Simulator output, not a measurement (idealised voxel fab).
A process module follows: voxel trench capacitor.
Each square cell in cross-section cut measures 5 nm, and the section as a whole is 190 nm wide.
Reading order for cross-sections: top band down to bottom band. Underlying form: a grid of square cells. Band size: one or more rows of cells. Band: top height; bottom height; in nm. Then, left to right: material with width in nm, for each material. "everywhere": a single material spanning edge to edge. "air": empty space. Measure heights from 0. That's the level where, below it, the as-received wafer is all one material. The lowest band is bottomless and extends downward; write it as in "top 0, no bottom". It should be noted that a width expressed as "30..40" varies in equal increments from row to row of cells within the band, taking the value of the first number at the top row and that of the second number at the bottom row. No cell of the cross-section changed in a step that is given as "no alteration". "Completely enclosed voids" enumerates empty spaces isolated from the top, with no open way to it, that contain at least 8 cells, giving each as width x height at distance from the left edge, all three in nm. Heads up: the bit after the settings on a step's line is the simulator's remark on that step. "overlay nm" on a masked step: distance the mask lay right of its planned place, negative for left.
## Process steps (planned)
1,RECEIVE: material Si
2,CONFORMAL_DEP: material SiN, thk nm 5
3,PATTERN: tone open, mask id TRENCH, material resist, width nm 25, pitch nm 55, thk nm 20, overlay nm 0
4,DIRECTIONAL_ETCH: etch materials SiN, depth nm 5
5,DIRECTIONAL_ETCH: etch materials Si, depth nm 35
6,STRIP: etch materials resist
7,CONFORMAL_DEP: material HfO2, thk nm 5
8,CONFORMAL_DEP: material TiN, thk nm 5
9,FILL_DEP: material W, thk nm 5
10,CMP: height nm 5
## First wafer out of two, processed as planned
## as received, after step 1
	top 0, no bottom: Si everywhere
	Completely enclosed voids: none
## How the wafer stands in section after step 2
	top 5, bottom 0: SiN everywhere
	Anything lower than 0 is untouched.
## How the wafer stands in section after step 3
	top 25, bottom 5: 55 nm resist  25 nm air  30 nm resist  25 nm air  55 nm resist
	Anything lower than 5 is untouched.
## How the wafer stands in section after step 4
	top 25, bottom 5: 55 nm resist  25 nm air  30 nm resist  25 nm air  55 nm resist
	top 5, bottom 0: 55 nm SiN  25 nm air  30 nm SiN  25 nm air  55 nm SiN
	Anything lower than 0 is untouched.
## How the wafer stands in section after step 5
	top 25, bottom 5: 55 nm resist  25 nm air  30 nm resist  25 nm air  55 nm resist
	top 5, bottom 0: 55 nm SiN  25 nm air  30 nm SiN  25 nm air  55 nm SiN
	top 0, bottom -35: 55 nm Si  25 nm air  30 nm Si  25 nm air  55 nm Si
	Anything lower than -35 is untouched.
## How the wafer stands in section after step 6
	top 5, bottom 0: 55 nm SiN  25 nm air  30 nm SiN  25 nm air  55 nm SiN
	Anything lower than 0 is untouched.
## How the wafer stands in section after step 7
	top 10, bottom 5: 60 nm HfO2  15 nm air  40 nm HfO2  15 nm air  60 nm HfO2
	top 5, bottom 0: 55 nm SiN  5 nm HfO2  15 nm air  5 nm HfO2  30 nm SiN  5 nm HfO2  15 nm air  5 nm HfO2  55 nm SiN
	top 0, bottom -30: 55 nm Si  5 nm HfO2  15 nm air  5 nm HfO2  30 nm Si  5 nm HfO2  15 nm air  5 nm HfO2  55 nm Si
	top -30, bottom -35: 55 nm Si  25 nm HfO2  30 nm Si  25 nm HfO2  55 nm Si
	Anything lower than -35 is untouched.
## How the wafer stands in section after step 8
	top 15, bottom 10: 65 nm TiN  5 nm air  50 nm TiN  5 nm air  65 nm TiN
	top 10, bottom 5: 60 nm HfO2  5 nm TiN  5 nm air  5 nm TiN  40 nm HfO2  5 nm TiN  5 nm air  5 nm TiN  60 nm HfO2
	top 5, bottom 0: 55 nm SiN  5 nm HfO2  5 nm TiN  5 nm air  5 nm TiN  5 nm HfO2  30 nm SiN  5 nm HfO2  5 nm TiN  5 nm air  5 nm TiN  5 nm HfO2  55 nm SiN
	top 0, bottom -25: 55 nm Si  5 nm HfO2  5 nm TiN  5 nm air  5 nm TiN  5 nm HfO2  30 nm Si  5 nm HfO2  5 nm TiN  5 nm air  5 nm TiN  5 nm HfO2  55 nm Si
	top -25, bottom -30: 55 nm Si  5 nm HfO2  15 nm TiN  5 nm HfO2  30 nm Si  5 nm HfO2  15 nm TiN  5 nm HfO2  55 nm Si
	Anything lower than -30 is untouched.
## How the wafer stands in section after step 9
	top 20, bottom 15: W everywhere
	top 15, bottom 10: 65 nm TiN  5 nm W  50 nm TiN  5 nm W  65 nm TiN
	top 10, bottom 5: 60 nm HfO2  5 nm TiN  5 nm W  5 nm TiN  40 nm HfO2  5 nm TiN  5 nm W  5 nm TiN  60 nm HfO2
	top 5, bottom 0: 55 nm SiN  5 nm HfO2  5 nm TiN  5 nm W  5 nm TiN  5 nm HfO2  30 nm SiN  5 nm HfO2  5 nm TiN  5 nm W  5 nm TiN  5 nm HfO2  55 nm SiN
	top 0, bottom -25: 55 nm Si  5 nm HfO2  5 nm TiN  5 nm W  5 nm TiN  5 nm HfO2  30 nm Si  5 nm HfO2  5 nm TiN  5 nm W  5 nm TiN  5 nm HfO2  55 nm Si
	Anything lower than -25 is untouched.
## How the wafer stands in section after step 10
	top 5, bottom 0: 55 nm SiN  5 nm HfO2  5 nm TiN  5 nm W  5 nm TiN  5 nm HfO2  30 nm SiN  5 nm HfO2  5 nm TiN  5 nm W  5 nm TiN  5 nm HfO2  55 nm SiN
	Anything lower than 0 is untouched.
## Second wafer. Start and plan as for the first. One mistake made in running. Agrees with the first up to and including step 9
## Second wafer cross-section, taken as of the time the plan sets for step 10 to be done
	top 0, bottom -25: 55 nm Si  5 nm HfO2  5 nm TiN  5 nm W  5 nm TiN  5 nm HfO2  30 nm Si  5 nm HfO2  5 nm TiN  5 nm W  5 nm TiN  5 nm HfO2  55 nm Si
	Anything lower than -25 is untouched.
Deviation noted in wafer processing: step 10 did not happen as planned, as run it was CMP: height nm 0
Final wafer comparison in cells, second versus first, more or fewer per material: HfO2: 4 fewer; SiN: 28 fewer; TiN: 4 fewer; W: 2 fewer
